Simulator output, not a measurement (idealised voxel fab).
Name of the process module below: voxel wiring stack
In the cross-section labelled cut, the width is 195 nm and each square cell is 5 nm.
Cross-section format: a grid of square cells, given as bands from top to bottom; each band is one or more rows of cells. Heights first: top, then bottom, in nm. Then materials, left to right, each with a width in nm. "full width" on a single material: fills the band edge to edge. "air": empty space. We count height from 0. Below that, the starting wafer is all one material. The lowest band never ends at the bottom but goes on down; see "0 nm and below" for how that is written. With a width like "30 to 40", each row of cells in the band differs from the next by the same amount, the top row carrying the first number and the bottom row the second. "same as before", as given for a step, is the statement that not any cell of the cross-section underwent a change during that step. The entry titled "Closed void roster" provides the empty spaces that have no open way to the top, restricted to those of 8 cells or more. Each is presented as width x height at distance, the distance being measured from the left edge, with all three in nm. What comes after the settings on a step's line is commentary from the simulator itself on that step. overlay nm: for a step with a mask, the amount by which the mask lay right of where it was planned; a negative amount means left of it.

[Process steps foreseen in the plan]
step 1: RECEIVE, material Si
step 2: CONFORMAL_DEP, material SiO2, thk nm 10
step 3: CONFORMAL_DEP, material SiN, thk nm 5
step 4: DIRECTIONAL_DEP, material SiO2, thk nm 15
step 5: DIRECTIONAL_DEP, material aC, thk nm 15
step 6: PATTERN, tone open, mask id METAL_1, material resist, width nm 25, pitch nm 40, thk nm 35, overlay nm 0
step 7: DIRECTIONAL_ETCH, etch materials aC, depth nm 15
step 8: STRIP, etch materials resist
step 9: DIRECTIONAL_ETCH, etch materials SiO2, depth nm 15
step 10: DIRECTIONAL_ETCH, etch materials SiN, depth nm 5
step 11: STRIP, etch materials aC
step 12: CONFORMAL_DEP, material TiN, thk nm 5
step 13: FILL_DEP, material W, thk nm 10
step 14: CMP, height nm 30
step 15: EPI, material Ru, thk nm 5
step 16: FILL_DEP, material SiCN, thk nm 5
step 17: DIRECTIONAL_DEP, material lowk, thk nm 15
step 18: DIRECTIONAL_DEP, material aC, thk nm 10
step 19: PATTERN, tone open, mask id PLUG_1, material resist, width nm 15, pitch nm 40, thk nm 30, overlay nm 0
step 20: DIRECTIONAL_ETCH, etch materials aC, depth nm 10
step 21: STRIP, etch materials resist
step 22: DIRECTIONAL_ETCH, etch materials lowk, depth nm 15
step 23: DIRECTIONAL_ETCH, etch materials SiCN, depth nm 5
step 24: STRIP, etch materials aC
step 25: CONFORMAL_DEP, material TiN, thk nm 5
step 26: FILL_DEP, material W, thk nm 10
step 27: CMP, height nm 55
step 28: CONFORMAL_DEP, material SiN, thk nm 5
step 29: DIRECTIONAL_DEP, material SiO2, thk nm 20
step 30: MASKED_ETCH, tone open, mask id METAL_2, width nm 25, pitch nm 40, etch materials SiO2, depth nm 20, overlay nm 0
step 31: MASKED_ETCH, tone open, mask id METAL_2, width nm 25, pitch nm 40, etch materials SiN, depth nm 5, overlay nm 0
step 32: CONFORMAL_DEP, material TiN, thk nm 5
step 33: FILL_DEP, material Cu, thk nm 5
step 34: CMP, height nm 80
step 35: CONFORMAL_DEP, material SiCN, thk nm 5
step 36: DIRECTIONAL_DEP, material SiO2, thk nm 20
step 37: DIRECTIONAL_DEP, material aC, thk nm 15
step 38: PATTERN, tone open, mask id PLUG_2, material resist, width nm 15, pitch nm 40, thk nm 30, overlay nm 0
step 39: DIRECTIONAL_ETCH, etch materials aC, depth nm 15
step 40: STRIP, etch materials resist
step 41: DIRECTIONAL_ETCH, etch materials SiO2, depth nm 20
step 42: DIRECTIONAL_ETCH, etch materials SiCN, depth nm 5
step 43: STRIP, etch materials aC
step 44: CONFORMAL_DEP, material TiN, thk nm 5
step 45: FILL_DEP, material W, thk nm 10
step 46: CMP, height nm 105
step 47: DIRECTIONAL_DEP, material TiN, thk nm 5
step 48: DIRECTIONAL_DEP, material W, thk nm 25
step 49: PATTERN, tone cover, mask id METAL_3, material resist, width nm 25, pitch nm 40, thk nm 20, overlay nm 0
step 50: DIRECTIONAL_ETCH, etch materials W, depth nm 25
step 51: DIRECTIONAL_ETCH, etch materials TiN, depth nm 5
step 52: STRIP, etch materials resist
step 53: FILL_DEP, material lowk, thk nm 5
step 54: CMP, height nm 135
step 55: CONFORMAL_DEP, material SiN, thk nm 5

[first wafer, as planned]

[Cross-sectional view of the wafer in its as-received condition, corresponding to the state after step 1]
0 nm and below  Si full width
Closed void roster: none

[Take a look at the wafer's cross-section after step 2]
10 nm to 0 nm  SiO2 full width
Heights below 0 show no change.

[Take a look at the wafer's cross-section after step 3]
15 nm to 10 nm  SiN full width
Heights below 10 show no change.

[Take a look at the wafer's cross-section after step 4]
30 nm to 15 nm  SiO2 full width
Heights below 15 show no change.

[Take a look at the wafer's cross-section after step 5]
45 nm to 30 nm  aC full width
Heights below 30 show no change.

[Take a look at the wafer's cross-section after step 6]
80 nm to 45 nm  resist 45, then air 25, then resist 15, then air 25, then resist 15, then air 25, then resist 45
Heights below 45 show no change.

[Take a look at the wafer's cross-section after step 7]
65 nm to 45 nm  resist 45, then air 25, then resist 15, then air 25, then resist 15, then air 25, then resist 45
45 nm to 30 nm  aC 45, then air 25, then aC 15, then air 25, then aC 15, then air 25, then aC 45
Heights below 30 show no change.

[Take a look at the wafer's cross-section after step 8]
45 nm to 30 nm  aC 45, then air 25, then aC 15, then air 25, then aC 15, then air 25, then aC 45
Heights below 30 show no change.

[Take a look at the wafer's cross-section after step 9]
45 nm to 30 nm  aC 45, then air 25, then aC 15, then air 25, then aC 15, then air 25, then aC 45
30 nm to 15 nm  SiO2 45, then air 25, then SiO2 15, then air 25, then SiO2 15, then air 25, then SiO2 45
Heights below 15 show no change.

[Take a look at the wafer's cross-section after step 10]
45 nm to 30 nm  aC 45, then air 25, then aC 15, then air 25, then aC 15, then air 25, then aC 45
30 nm to 15 nm  SiO2 45, then air 25, then SiO2 15, then air 25, then SiO2 15, then air 25, then SiO2 45
15 nm to 10 nm  SiN 45, then air 25, then SiN 15, then air 25, then SiN 15, then air 25, then SiN 45
Heights below 10 show no change.

[Take a look at the wafer's cross-section after step 11]
30 nm to 15 nm  SiO2 45, then air 25, then SiO2 15, then air 25, then SiO2 15, then air 25, then SiO2 45
Heights below 15 show no change.

[Take a look at the wafer's cross-section after step 12]
35 nm to 30 nm  TiN 50, then air 15, then TiN 25, then air 15, then TiN 25, then air 15, then TiN 50
30 nm to 15 nm  SiO2 45, then TiN 5, then air 15, then TiN 5, then SiO2 15, then TiN 5, then air 15, then TiN 5, then SiO2 15, then TiN 5, then air 15, then TiN 5, then SiO2 45
15 nm to 10 nm  SiN 45, then TiN 25, then SiN 15, then TiN 25, then SiN 15, then TiN 25, then SiN 45
Heights below 10 show no change.

[Take a look at the wafer's cross-section after step 13]
45 nm to 35 nm  W full width
35 nm to 30 nm  TiN 50, then W 15, then TiN 25, then W 15, then TiN 25, then W 15, then TiN 50
30 nm to 15 nm  SiO2 45, then TiN 5, then W 15, then TiN 5, then SiO2 15, then TiN 5, then W 15, then TiN 5, then SiO2 15, then TiN 5, then W 15, then TiN 5, then SiO2 45
Heights below 15 show no change.

[Take a look at the wafer's cross-section after step 14]
30 nm to 15 nm  SiO2 45, then TiN 5, then W 15, then TiN 5, then SiO2 15, then TiN 5, then W 15, then TiN 5, then SiO2 15, then TiN 5, then W 15, then TiN 5, then SiO2 45
Heights below 15 show no change.

[Take a look at the wafer's cross-section after step 15]
35 nm to 30 nm  air 40, then Ru 35, then air 5, then Ru 35, then air 5, then Ru 35, then air 40
Heights below 30 show no change.

[Take a look at the wafer's cross-section after step 16]
40 nm to 35 nm  SiCN full width
35 nm to 30 nm  SiCN 40, then Ru 35, then SiCN 5, then Ru 35, then SiCN 5, then Ru 35, then SiCN 40
Heights below 30 show no change.

[Take a look at the wafer's cross-section after step 17]
55 nm to 40 nm  lowk full width
Heights below 40 show no change.

[Take a look at the wafer's cross-section after step 18]
65 nm to 55 nm  aC full width
Heights below 55 show no change.

[Take a look at the wafer's cross-section after step 19]
95 nm to 65 nm  resist 45, then air 15, then resist 25, then air 15, then resist 25, then air 15, then resist 55
Heights below 65 show no change.

[Take a look at the wafer's cross-section after step 20]
85 nm to 65 nm  resist 45, then air 15, then resist 25, then air 15, then resist 25, then air 15, then resist 55
65 nm to 55 nm  aC 45, then air 15, then aC 25, then air 15, then aC 25, then air 15, then aC 55
Heights below 55 show no change.

[Take a look at the wafer's cross-section after step 21]
65 nm to 55 nm  aC 45, then air 15, then aC 25, then air 15, then aC 25, then air 15, then aC 55
Heights below 55 show no change.

[Take a look at the wafer's cross-section after step 22]
65 nm to 55 nm  aC 45, then air 15, then aC 25, then air 15, then aC 25, then air 15, then aC 55
55 nm to 40 nm  lowk 45, then air 15, then lowk 25, then air 15, then lowk 25, then air 15, then lowk 55
Heights below 40 show no change.

[Take a look at the wafer's cross-section after step 23]
65 nm to 55 nm  aC 45, then air 15, then aC 25, then air 15, then aC 25, then air 15, then aC 55
55 nm to 40 nm  lowk 45, then air 15, then lowk 25, then air 15, then lowk 25, then air 15, then lowk 55
40 nm to 35 nm  SiCN 45, then air 15, then SiCN 25, then air 15, then SiCN 25, then air 15, then SiCN 55
Heights below 35 show no change.

[Take a look at the wafer's cross-section after step 24]
55 nm to 40 nm  lowk 45, then air 15, then lowk 25, then air 15, then lowk 25, then air 15, then lowk 55
Heights below 40 show no change.

[Take a look at the wafer's cross-section after step 25]
60 nm to 55 nm  TiN 50, then air 5, then TiN 35, then air 5, then TiN 35, then air 5, then TiN 60
55 nm to 40 nm  lowk 45, then TiN 5, then air 5, then TiN 5, then lowk 25, then TiN 5, then air 5, then TiN 5, then lowk 25, then TiN 5, then air 5, then TiN 5, then lowk 55
40 nm to 35 nm  SiCN 45, then TiN 15, then SiCN 25, then TiN 15, then SiCN 25, then TiN 15, then SiCN 55
Heights below 35 show no change.

[Take a look at the wafer's cross-section after step 26]
70 nm to 60 nm  W full width
60 nm to 55 nm  TiN 50, then W 5, then TiN 35, then W 5, then TiN 35, then W 5, then TiN 60
55 nm to 40 nm  lowk 45, then TiN 5, then W 5, then TiN 5, then lowk 25, then TiN 5, then W 5, then TiN 5, then lowk 25, then TiN 5, then W 5, then TiN 5, then lowk 55
Heights below 40 show no change.

[Take a look at the wafer's cross-section after step 27]
55 nm to 40 nm  lowk 45, then TiN 5, then W 5, then TiN 5, then lowk 25, then TiN 5, then W 5, then TiN 5, then lowk 25, then TiN 5, then W 5, then TiN 5, then lowk 55
Heights below 40 show no change.

[Take a look at the wafer's cross-section after step 28]
60 nm to 55 nm  SiN full width
Heights below 55 show no change.

[Take a look at the wafer's cross-section after step 29]
80 nm to 60 nm  SiO2 full width
Heights below 60 show no change.

[Take a look at the wafer's cross-section after step 30]
80 nm to 60 nm  SiO2 45, then air 25, then SiO2 15, then air 25, then SiO2 15, then air 25, then SiO2 45
Heights below 60 show no change.

[Take a look at the wafer's cross-section after step 31]
80 nm to 60 nm  SiO2 45, then air 25, then SiO2 15, then air 25, then SiO2 15, then air 25, then SiO2 45
60 nm to 55 nm  SiN 45, then air 25, then SiN 15, then air 25, then SiN 15, then air 25, then SiN 45
Heights below 55 show no change.

[Take a look at the wafer's cross-section after step 32]
85 nm to 80 nm  TiN 50, then air 15, then TiN 25, then air 15, then TiN 25, then air 15, then TiN 50
80 nm to 60 nm  SiO2 45, then TiN 5, then air 15, then TiN 5, then SiO2 15, then TiN 5, then air 15, then TiN 5, then SiO2 15, then TiN 5, then air 15, then TiN 5, then SiO2 45
60 nm to 55 nm  SiN 45, then TiN 25, then SiN 15, then TiN 25, then SiN 15, then TiN 25, then SiN 45
Heights below 55 show no change.

[Take a look at the wafer's cross-section after step 33]
90 nm to 85 nm  Cu full width
85 nm to 80 nm  TiN 50, then Cu 15, then TiN 25, then Cu 15, then TiN 25, then Cu 15, then TiN 50
80 nm to 60 nm  SiO2 45, then TiN 5, then Cu 15, then TiN 5, then SiO2 15, then TiN 5, then Cu 15, then TiN 5, then SiO2 15, then TiN 5, then Cu 15, then TiN 5, then SiO2 45
Heights below 60 show no change.

[Take a look at the wafer's cross-section after step 34]
80 nm to 60 nm  SiO2 45, then TiN 5, then Cu 15, then TiN 5, then SiO2 15, then TiN 5, then Cu 15, then TiN 5, then SiO2 15, then TiN 5, then Cu 15, then TiN 5, then SiO2 45
Heights below 60 show no change.

[Take a look at the wafer's cross-section after step 35]
85 nm to 80 nm  SiCN full width
Heights below 80 show no change.

[Take a look at the wafer's cross-section after step 36]
105 nm to 85 nm  SiO2 full width
Heights below 85 show no change.

[Take a look at the wafer's cross-section after step 37]
120 nm to 105 nm  aC full width
Heights below 105 show no change.

[Take a look at the wafer's cross-section after step 38]
150 nm to 120 nm  resist 45, then air 15, then resist 25, then air 15, then resist 25, then air 15, then resist 55
Heights below 120 show no change.

[Take a look at the wafer's cross-section after step 39]
135 nm to 120 nm  resist 45, then air 15, then resist 25, then air 15, then resist 25, then air 15, then resist 55
120 nm to 105 nm  aC 45, then air 15, then aC 25, then air 15, then aC 25, then air 15, then aC 55
Heights below 105 show no change.

[Take a look at the wafer's cross-section after step 40]
120 nm to 105 nm  aC 45, then air 15, then aC 25, then air 15, then aC 25, then air 15, then aC 55
Heights below 105 show no change.

[Take a look at the wafer's cross-section after step 41]
120 nm to 105 nm  aC 45, then air 15, then aC 25, then air 15, then aC 25, then air 15, then aC 55
105 nm to 85 nm  SiO2 45, then air 15, then SiO2 25, then air 15, then SiO2 25, then air 15, then SiO2 55
Heights below 85 show no change.

[Take a look at the wafer's cross-section after step 42]
120 nm to 105 nm  aC 45, then air 15, then aC 25, then air 15, then aC 25, then air 15, then aC 55
105 nm to 85 nm  SiO2 45, then air 15, then SiO2 25, then air 15, then SiO2 25, then air 15, then SiO2 55
85 nm to 80 nm  SiCN 45, then air 15, then SiCN 25, then air 15, then SiCN 25, then air 15, then SiCN 55
Heights below 80 show no change.

[Take a look at the wafer's cross-section after step 43]
105 nm to 85 nm  SiO2 45, then air 15, then SiO2 25, then air 15, then SiO2 25, then air 15, then SiO2 55
Heights below 85 show no change.

[Take a look at the wafer's cross-section after step 44]
110 nm to 105 nm  TiN 50, then air 5, then TiN 35, then air 5, then TiN 35, then air 5, then TiN 60
105 nm to 85 nm  SiO2 45, then TiN 5, then air 5, then TiN 5, then SiO2 25, then TiN 5, then air 5, then TiN 5, then SiO2 25, then TiN 5, then air 5, then TiN 5, then SiO2 55
85 nm to 80 nm  SiCN 45, then TiN 15, then SiCN 25, then TiN 15, then SiCN 25, then TiN 15, then SiCN 55
Heights below 80 show no change.

[Take a look at the wafer's cross-section after step 45]
120 nm to 110 nm  W full width
110 nm to 105 nm  TiN 50, then W 5, then TiN 35, then W 5, then TiN 35, then W 5, then TiN 60
105 nm to 85 nm  SiO2 45, then TiN 5, then W 5, then TiN 5, then SiO2 25, then TiN 5, then W 5, then TiN 5, then SiO2 25, then TiN 5, then W 5, then TiN 5, then SiO2 55
Heights below 85 show no change.

[Take a look at the wafer's cross-section after step 46]
105 nm to 85 nm  SiO2 45, then TiN 5, then W 5, then TiN 5, then SiO2 25, then TiN 5, then W 5, then TiN 5, then SiO2 25, then TiN 5, then W 5, then TiN 5, then SiO2 55
Heights below 85 show no change.

[Take a look at the wafer's cross-section after step 47]
110 nm to 105 nm  TiN full width
Heights below 105 show no change.

[Take a look at the wafer's cross-section after step 48]
135 nm to 110 nm  W full width
Heights below 110 show no change.

[Take a look at the wafer's cross-section after step 49]
155 nm to 135 nm  air 45, then resist 25, then air 15, then resist 25, then air 15, then resist 25, then air 45
Heights below 135 show no change.

[Take a look at the wafer's cross-section after step 50]
155 nm to 135 nm  air 45, then resist 25, then air 15, then resist 25, then air 15, then resist 25, then air 45
135 nm to 110 nm  air 45, then W 25, then air 15, then W 25, then air 15, then W 25, then air 45
Heights below 110 show no change.

[Take a look at the wafer's cross-section after step 51]
155 nm to 135 nm  air 45, then resist 25, then air 15, then resist 25, then air 15, then resist 25, then air 45
135 nm to 110 nm  air 45, then W 25, then air 15, then W 25, then air 15, then W 25, then air 45
110 nm to 105 nm  air 45, then TiN 25, then air 15, then TiN 25, then air 15, then TiN 25, then air 45
Heights below 105 show no change.

[Take a look at the wafer's cross-section after step 52]
135 nm to 110 nm  air 45, then W 25, then air 15, then W 25, then air 15, then W 25, then air 45
Heights below 110 show no change.

[Take a look at the wafer's cross-section after step 53]
140 nm to 135 nm  lowk full width
135 nm to 110 nm  lowk 45, then W 25, then lowk 15, then W 25, then lowk 15, then W 25, then lowk 45
110 nm to 105 nm  lowk 45, then TiN 25, then lowk 15, then TiN 25, then lowk 15, then TiN 25, then lowk 45
Heights below 105 show no change.

[Take a look at the wafer's cross-section after step 54]
135 nm to 110 nm  lowk 45, then W 25, then lowk 15, then W 25, then lowk 15, then W 25, then lowk 45
Heights below 110 show no change.

[Take a look at the wafer's cross-section after step 55]
140 nm to 135 nm  SiN full width
Heights below 135 show no change.

[The Second Wafer: Common Origin and Plan, One Mistake in Execution, Identical to the First Through Step 5]

[Second wafer, section view, time point: scheduled end of step 6]
80 nm to 45 nm  resist 50, then air 15, then resist 25, then air 15, then resist 25, then air 15, then resist 50
Heights below 45 show no change.

[Second wafer, section view, time point: scheduled end of step 7]
65 nm to 45 nm  resist 50, then air 15, then resist 25, then air 15, then resist 25, then air 15, then resist 50
45 nm to 30 nm  aC 50, then air 15, then aC 25, then air 15, then aC 25, then air 15, then aC 50
Heights below 30 show no change.

[Second wafer, section view, time point: scheduled end of step 8]
45 nm to 30 nm  aC 50, then air 15, then aC 25, then air 15, then aC 25, then air 15, then aC 50
Heights below 30 show no change.

[Second wafer, section view, time point: scheduled end of step 9]
45 nm to 30 nm  aC 50, then air 15, then aC 25, then air 15, then aC 25, then air 15, then aC 50
30 nm to 15 nm  SiO2 50, then air 15, then SiO2 25, then air 15, then SiO2 25, then air 15, then SiO2 50
Heights below 15 show no change.

[Second wafer, section view, time point: scheduled end of step 10]
45 nm to 30 nm  aC 50, then air 15, then aC 25, then air 15, then aC 25, then air 15, then aC 50
30 nm to 15 nm  SiO2 50, then air 15, then SiO2 25, then air 15, then SiO2 25, then air 15, then SiO2 50
15 nm to 10 nm  SiN 50, then air 15, then SiN 25, then air 15, then SiN 25, then air 15, then SiN 50
Heights below 10 show no change.

[Second wafer, section view, time point: scheduled end of step 11]
30 nm to 15 nm  SiO2 50, then air 15, then SiO2 25, then air 15, then SiO2 25, then air 15, then SiO2 50
Heights below 15 show no change.

[Second wafer, section view, time point: scheduled end of step 12]
35 nm to 30 nm  TiN 55, then air 5, then TiN 35, then air 5, then TiN 35, then air 5, then TiN 55
30 nm to 15 nm  SiO2 50, then TiN 5, then air 5, then TiN 5, then SiO2 25, then TiN 5, then air 5, then TiN 5, then SiO2 25, then TiN 5, then air 5, then TiN 5, then SiO2 50
15 nm to 10 nm  SiN 50, then TiN 15, then SiN 25, then TiN 15, then SiN 25, then TiN 15, then SiN 50
Heights below 10 show no change.

[Second wafer, section view, time point: scheduled end of step 13]
45 nm to 35 nm  W full width
35 nm to 30 nm  TiN 55, then W 5, then TiN 35, then W 5, then TiN 35, then W 5, then TiN 55
30 nm to 15 nm  SiO2 50, then TiN 5, then W 5, then TiN 5, then SiO2 25, then TiN 5, then W 5, then TiN 5, then SiO2 25, then TiN 5, then W 5, then TiN 5, then SiO2 50
Heights below 15 show no change.

[Second wafer, section view, time point: scheduled end of step 14]
30 nm to 15 nm  SiO2 50, then TiN 5, then W 5, then TiN 5, then SiO2 25, then TiN 5, then W 5, then TiN 5, then SiO2 25, then TiN 5, then W 5, then TiN 5, then SiO2 50
Heights below 15 show no change.

[Second wafer, section view, time point: scheduled end of step 15]
35 nm to 30 nm  air 45, then Ru 25, then air 15, then Ru 25, then air 15, then Ru 25, then air 45
Heights below 30 show no change.

[Second wafer, section view, time point: scheduled end of step 16]
40 nm to 35 nm  SiCN full width
35 nm to 30 nm  SiCN 45, then Ru 25, then SiCN 15, then Ru 25, then SiCN 15, then Ru 25, then SiCN 45
Heights below 30 show no change.

[Second wafer, section view, time point: scheduled end of step 17]
55 nm to 40 nm  lowk full width
Heights below 40 show no change.

[Second wafer, section view, time point: scheduled end of step 18]
65 nm to 55 nm  aC full width
Heights below 55 show no change.

[Second wafer, section view, time point: scheduled end of step 19]
95 nm to 65 nm  resist 45, then air 15, then resist 25, then air 15, then resist 25, then air 15, then resist 55
Heights below 65 show no change.

[Second wafer, section view, time point: scheduled end of step 20]
85 nm to 65 nm  resist 45, then air 15, then resist 25, then air 15, then resist 25, then air 15, then resist 55
65 nm to 55 nm  aC 45, then air 15, then aC 25, then air 15, then aC 25, then air 15, then aC 55
Heights below 55 show no change.

[Second wafer, section view, time point: scheduled end of step 21]
65 nm to 55 nm  aC 45, then air 15, then aC 25, then air 15, then aC 25, then air 15, then aC 55
Heights below 55 show no change.

[Second wafer, section view, time point: scheduled end of step 22]
65 nm to 55 nm  aC 45, then air 15, then aC 25, then air 15, then aC 25, then air 15, then aC 55
55 nm to 40 nm  lowk 45, then air 15, then lowk 25, then air 15, then lowk 25, then air 15, then lowk 55
Heights below 40 show no change.

[Second wafer, section view, time point: scheduled end of step 23]
65 nm to 55 nm  aC 45, then air 15, then aC 25, then air 15, then aC 25, then air 15, then aC 55
55 nm to 40 nm  lowk 45, then air 15, then lowk 25, then air 15, then lowk 25, then air 15, then lowk 55
40 nm to 35 nm  SiCN 45, then air 15, then SiCN 25, then air 15, then SiCN 25, then air 15, then SiCN 55
Heights below 35 show no change.

[Second wafer, section view, time point: scheduled end of step 24]
55 nm to 40 nm  lowk 45, then air 15, then lowk 25, then air 15, then lowk 25, then air 15, then lowk 55
Heights below 40 show no change.

[Second wafer, section view, time point: scheduled end of step 25]
60 nm to 55 nm  TiN 50, then air 5, then TiN 35, then air 5, then TiN 35, then air 5, then TiN 60
55 nm to 40 nm  lowk 45, then TiN 5, then air 5, then TiN 5, then lowk 25, then TiN 5, then air 5, then TiN 5, then lowk 25, then TiN 5, then air 5, then TiN 5, then lowk 55
40 nm to 35 nm  SiCN 45, then TiN 15, then SiCN 25, then TiN 15, then SiCN 25, then TiN 15, then SiCN 55
Heights below 35 show no change.

[Second wafer, section view, time point: scheduled end of step 26]
70 nm to 60 nm  W full width
60 nm to 55 nm  TiN 50, then W 5, then TiN 35, then W 5, then TiN 35, then W 5, then TiN 60
55 nm to 40 nm  lowk 45, then TiN 5, then W 5, then TiN 5, then lowk 25, then TiN 5, then W 5, then TiN 5, then lowk 25, then TiN 5, then W 5, then TiN 5, then lowk 55
Heights below 40 show no change.

[Second wafer, section view, time point: scheduled end of step 27]
55 nm to 40 nm  lowk 45, then TiN 5, then W 5, then TiN 5, then lowk 25, then TiN 5, then W 5, then TiN 5, then lowk 25, then TiN 5, then W 5, then TiN 5, then lowk 55
Heights below 40 show no change.

[Second wafer, section view, time point: scheduled end of step 28]
60 nm to 55 nm  SiN full width
Heights below 55 show no change.

[Second wafer, section view, time point: scheduled end of step 29]
80 nm to 60 nm  SiO2 full width
Heights below 60 show no change.

[Second wafer, section view, time point: scheduled end of step 30]
80 nm to 60 nm  SiO2 45, then air 25, then SiO2 15, then air 25, then SiO2 15, then air 25, then SiO2 45
Heights below 60 show no change.

[Second wafer, section view, time point: scheduled end of step 31]
80 nm to 60 nm  SiO2 45, then air 25, then SiO2 15, then air 25, then SiO2 15, then air 25, then SiO2 45
60 nm to 55 nm  SiN 45, then air 25, then SiN 15, then air 25, then SiN 15, then air 25, then SiN 45
Heights below 55 show no change.

[Second wafer, section view, time point: scheduled end of step 32]
85 nm to 80 nm  TiN 50, then air 15, then TiN 25, then air 15, then TiN 25, then air 15, then TiN 50
80 nm to 60 nm  SiO2 45, then TiN 5, then air 15, then TiN 5, then SiO2 15, then TiN 5, then air 15, then TiN 5, then SiO2 15, then TiN 5, then air 15, then TiN 5, then SiO2 45
60 nm to 55 nm  SiN 45, then TiN 25, then SiN 15, then TiN 25, then SiN 15, then TiN 25, then SiN 45
Heights below 55 show no change.

[Second wafer, section view, time point: scheduled end of step 33]
90 nm to 85 nm  Cu full width
85 nm to 80 nm  TiN 50, then Cu 15, then TiN 25, then Cu 15, then TiN 25, then Cu 15, then TiN 50
80 nm to 60 nm  SiO2 45, then TiN 5, then Cu 15, then TiN 5, then SiO2 15, then TiN 5, then Cu 15, then TiN 5, then SiO2 15, then TiN 5, then Cu 15, then TiN 5, then SiO2 45
Heights below 60 show no change.

[Second wafer, section view, time point: scheduled end of step 34]
80 nm to 60 nm  SiO2 45, then TiN 5, then Cu 15, then TiN 5, then SiO2 15, then TiN 5, then Cu 15, then TiN 5, then SiO2 15, then TiN 5, then Cu 15, then TiN 5, then SiO2 45
Heights below 60 show no change.

[Second wafer, section view, time point: scheduled end of step 35]
85 nm to 80 nm  SiCN full width
Heights below 80 show no change.

[Second wafer, section view, time point: scheduled end of step 36]
105 nm to 85 nm  SiO2 full width
Heights below 85 show no change.

[Second wafer, section view, time point: scheduled end of step 37]
120 nm to 105 nm  aC full width
Heights below 105 show no change.

[Second wafer, section view, time point: scheduled end of step 38]
150 nm to 120 nm  resist 45, then air 15, then resist 25, then air 15, then resist 25, then air 15, then resist 55
Heights below 120 show no change.

[Second wafer, section view, time point: scheduled end of step 39]
135 nm to 120 nm  resist 45, then air 15, then resist 25, then air 15, then resist 25, then air 15, then resist 55
120 nm to 105 nm  aC 45, then air 15, then aC 25, then air 15, then aC 25, then air 15, then aC 55
Heights below 105 show no change.

[Second wafer, section view, time point: scheduled end of step 40]
120 nm to 105 nm  aC 45, then air 15, then aC 25, then air 15, then aC 25, then air 15, then aC 55
Heights below 105 show no change.

[Second wafer, section view, time point: scheduled end of step 41]
120 nm to 105 nm  aC 45, then air 15, then aC 25, then air 15, then aC 25, then air 15, then aC 55
105 nm to 85 nm  SiO2 45, then air 15, then SiO2 25, then air 15, then SiO2 25, then air 15, then SiO2 55
Heights below 85 show no change.

[Second wafer, section view, time point: scheduled end of step 42]
120 nm to 105 nm  aC 45, then air 15, then aC 25, then air 15, then aC 25, then air 15, then aC 55
105 nm to 85 nm  SiO2 45, then air 15, then SiO2 25, then air 15, then SiO2 25, then air 15, then SiO2 55
85 nm to 80 nm  SiCN 45, then air 15, then SiCN 25, then air 15, then SiCN 25, then air 15, then SiCN 55
Heights below 80 show no change.

[Second wafer, section view, time point: scheduled end of step 43]
105 nm to 85 nm  SiO2 45, then air 15, then SiO2 25, then air 15, then SiO2 25, then air 15, then SiO2 55
Heights below 85 show no change.

[Second wafer, section view, time point: scheduled end of step 44]
110 nm to 105 nm  TiN 50, then air 5, then TiN 35, then air 5, then TiN 35, then air 5, then TiN 60
105 nm to 85 nm  SiO2 45, then TiN 5, then air 5, then TiN 5, then SiO2 25, then TiN 5, then air 5, then TiN 5, then SiO2 25, then TiN 5, then air 5, then TiN 5, then SiO2 55
85 nm to 80 nm  SiCN 45, then TiN 15, then SiCN 25, then TiN 15, then SiCN 25, then TiN 15, then SiCN 55
Heights below 80 show no change.

[Second wafer, section view, time point: scheduled end of step 45]
120 nm to 110 nm  W full width
110 nm to 105 nm  TiN 50, then W 5, then TiN 35, then W 5, then TiN 35, then W 5, then TiN 60
105 nm to 85 nm  SiO2 45, then TiN 5, then W 5, then TiN 5, then SiO2 25, then TiN 5, then W 5, then TiN 5, then SiO2 25, then TiN 5, then W 5, then TiN 5, then SiO2 55
Heights below 85 show no change.

[Second wafer, section view, time point: scheduled end of step 46]
105 nm to 85 nm  SiO2 45, then TiN 5, then W 5, then TiN 5, then SiO2 25, then TiN 5, then W 5, then TiN 5, then SiO2 25, then TiN 5, then W 5, then TiN 5, then SiO2 55
Heights below 85 show no change.

[Second wafer, section view, time point: scheduled end of step 47]
110 nm to 105 nm  TiN full width
Heights below 105 show no change.

[Second wafer, section view, time point: scheduled end of step 48]
135 nm to 110 nm  W full width
Heights below 110 show no change.

[Second wafer, section view, time point: scheduled end of step 49]
155 nm to 135 nm  air 45, then resist 25, then air 15, then resist 25, then air 15, then resist 25, then air 45
Heights below 135 show no change.

[Second wafer, section view, time point: scheduled end of step 50]
155 nm to 135 nm  air 45, then resist 25, then air 15, then resist 25, then air 15, then resist 25, then air 45
135 nm to 110 nm  air 45, then W 25, then air 15, then W 25, then air 15, then W 25, then air 45
Heights below 110 show no change.

[Second wafer, section view, time point: scheduled end of step 51]
155 nm to 135 nm  air 45, then resist 25, then air 15, then resist 25, then air 15, then resist 25, then air 45
135 nm to 110 nm  air 45, then W 25, then air 15, then W 25, then air 15, then W 25, then air 45
110 nm to 105 nm  air 45, then TiN 25, then air 15, then TiN 25, then air 15, then TiN 25, then air 45
Heights below 105 show no change.

[Second wafer, section view, time point: scheduled end of step 52]
135 nm to 110 nm  air 45, then W 25, then air 15, then W 25, then air 15, then W 25, then air 45
Heights below 110 show no change.

[Second wafer, section view, time point: scheduled end of step 53]
140 nm to 135 nm  lowk full width
135 nm to 110 nm  lowk 45, then W 25, then lowk 15, then W 25, then lowk 15, then W 25, then lowk 45
110 nm to 105 nm  lowk 45, then TiN 25, then lowk 15, then TiN 25, then lowk 15, then TiN 25, then lowk 45
Heights below 105 show no change.

[Second wafer, section view, time point: scheduled end of step 54]
135 nm to 110 nm  lowk 45, then W 25, then lowk 15, then W 25, then lowk 15, then W 25, then lowk 45
Heights below 110 show no change.

[Second wafer, section view, time point: scheduled end of step 55]
140 nm to 135 nm  SiN full width
Heights below 135 show no change.
What was the processing mistake? it should be noted that step 6 was executed with settings other than those planned, the operation and settings actually applied being PATTERN, tone open, mask id METAL_1, material resist, width nm 15, pitch nm 40, thk nm 35, overlay nm 0
It is noted that, at the conclusion of processing, the second wafer exhibits a higher or lower cell count for certain materials relative to the first: 6 fewer of Ru; 6 more of SiCN; 6 more of SiN; 18 more of SiO2; 6 fewer of TiN; 18 fewer of W
